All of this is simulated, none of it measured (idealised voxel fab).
Process module name: voxel self aligned vias
Section shown: cut. Width: 155 nm. Cell size: 5 nm, square.
Heads up, the way a cross-section reads in here is a grid of square cells, handed over as bands from the top down, with every band being one or more rows of cells.
Basically the band line says how high the top is and how high the bottom is, in nm, and then what's in it from left to right, every material with its width in nm. Empty space shows up as "blank", and if a single material carries "everywhere" it runs the full band edge to edge.
Height 0 is the level under which the wafer as received is all one material. The lowest band goes on downwards, as in "0 -> down".
Top row gets the first number, bottom row gets the second, and each row in between changes by the same step: that is how a band width like "30..40" works.
"same as before" means the step left every cell of the cross-section as it was.
The entry "Closed voids list" lists the empty spaces that cover at least 8 cells and have no open path to the top. Each is written as width x height at distance, where the distance is measured from the left edge and all three values are in nm.
Anything after a step's settings on that line? It's the simulator's own note about the step.
"overlay nm" denotes, for a step that has a mask, the displacement of the mask to the right of its planned place, with negative values corresponding to the left.

Steps planned for the process
1: RECEIVE [material Si]
2: CONFORMAL_DEP [material SiO2] [thk nm 15]
3: CONFORMAL_DEP [material SiCN] [thk nm 5]
4: DIRECTIONAL_DEP [material SiO2] [thk nm 25]
5: PATTERN [tone open] [mask id LINES] [material resist] [width nm 30] [pitch nm 55] [thk nm 15] [overlay nm 0]
6: DIRECTIONAL_ETCH [etch materials SiO2] [depth nm 25]
7: STRIP [etch materials resist]
8: CONFORMAL_DEP [material TiN] [thk nm 5]
9: FILL_DEP [material W] [thk nm 10]
10: CMP [height nm 45]
11: SELECTIVE_ETCH [etch materials W Ru TiN] [depth nm 5]
12: FILL_DEP [material SiN] [thk nm 10]
13: CMP [height nm 45]
14: DIRECTIONAL_DEP [material SiO2] [thk nm 15]
15: MASKED_ETCH [tone open] [mask id VIAS] [width nm 40] [pitch nm 55] [etch materials SiO2] [depth nm 15] [overlay nm 0]
16: MASKED_ETCH [tone open] [mask id VIAS] [width nm 40] [pitch nm 55] [etch materials SiN] [depth nm 5] [overlay nm 0]
17: CONFORMAL_DEP [material TiN] [thk nm 5]
18: FILL_DEP [material Ru] [thk nm 10]
19: CMP [height nm 60]
20: CONFORMAL_DEP [material SiCN] [thk nm 5]

Shown in cross-section is the wafer as received, that is, as it stands after step 1
    0 -> down = Si everywhere
    Closed voids list: none

End-of-module cross-section. Starting structure and process plan as above; one mistake made in running it
    65 -> 60 = SiCN everywhere
    60 -> 50 = SiO2 30 nm  TiN 5 nm  Ru 30 nm  TiN 5 nm  SiO2 15 nm  TiN 5 nm  Ru 30 nm  TiN 5 nm  SiO2 30 nm
    50 -> 45 = SiO2 30 nm  TiN 40 nm  SiO2 15 nm  TiN 40 nm  SiO2 30 nm
    45 -> 25 = SiO2 35 nm  TiN 5 nm  SiCN 20 nm  TiN 5 nm  SiO2 25 nm  TiN 5 nm  SiCN 20 nm  TiN 5 nm  SiO2 35 nm
    25 -> 20 = SiO2 35 nm  TiN 30 nm  SiO2 25 nm  TiN 30 nm  SiO2 35 nm
    20 -> 15 = SiCN everywhere
    15 -> 0 = SiO2 everywhere
    0 -> down = Si everywhere
    Closed voids list: none
Misprocessing identified: step 9 ran as: FILL_DEP [material SiCN] [thk nm 10]
